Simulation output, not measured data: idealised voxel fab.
process module | voxel lift off
cross-section cut | 205 nm wide | cells 5 nm
A cross-section is a grid of square cells, given in bands from the top down. A band is one or more rows of cells.
Each band's line starts with the height of the band's top and of its bottom, in nm. Then come its materials from left to right, each with its width in nm. One material with "throughout" fills the band from edge to edge. "air" is empty space.
Height 0 is the level under which the wafer as received is all one material. The lowest band goes on downwards, as in "0 down".
A width such as "30 to 40" changes by the same amount from each row of cells to the next, from the band's top row to its bottom row.
"no change" after a step means that no cell of the cross-section changed.
closed voids: empty space of 8 cells or more with no open way to the top, each as width x height at its distance from the left edge, in nm
after a step's settings: what the simulator itself notes on the step
overlay nm, on a step with a mask: how far to the right of its planned place the mask lay; to the left if negative
plan
1 op RECEIVE | material Si
2 op CONFORMAL_DEP | material Al2O3 | thk nm 15
3 op PATTERN | tone open | mask id LINES | material resist | width nm 25 | pitch nm 50 | thk nm 20 | overlay nm 0
4 op DIRECTIONAL_DEP | material Ru | thk nm 5
5 op STRIP | etch materials resist
6 op CONFORMAL_DEP | material SiN | thk nm 10
as received, after step 1
  0 down: Si throughout
  closed voids: none
first wafer at the end, as planned
  30 to 25: air 55 | SiN 45 | air 5 | SiN 45 | air 55
  25 to 20: SiN throughout
  20 to 15: SiN 65 | Ru 25 | SiN 25 | Ru 25 | SiN 65
  15 to 0: Al2O3 throughout
  0 down: Si throughout
  closed voids: none
second wafer at the end: like start, like plan, one mistake
  45 to 40: air 55 | SiN 45 | air 5 | SiN 45 | air 55
  40 to 35: SiN throughout
  35 to 30: SiN 65 | Ru 25 | SiN 25 | Ru 25 | SiN 65
  30 to 0: Al2O3 throughout
  0 down: Si throughout
  closed voids: none
what went wrong: step 2 was run twice
at the end the second wafer has, in cells: 123 more of Al2O3
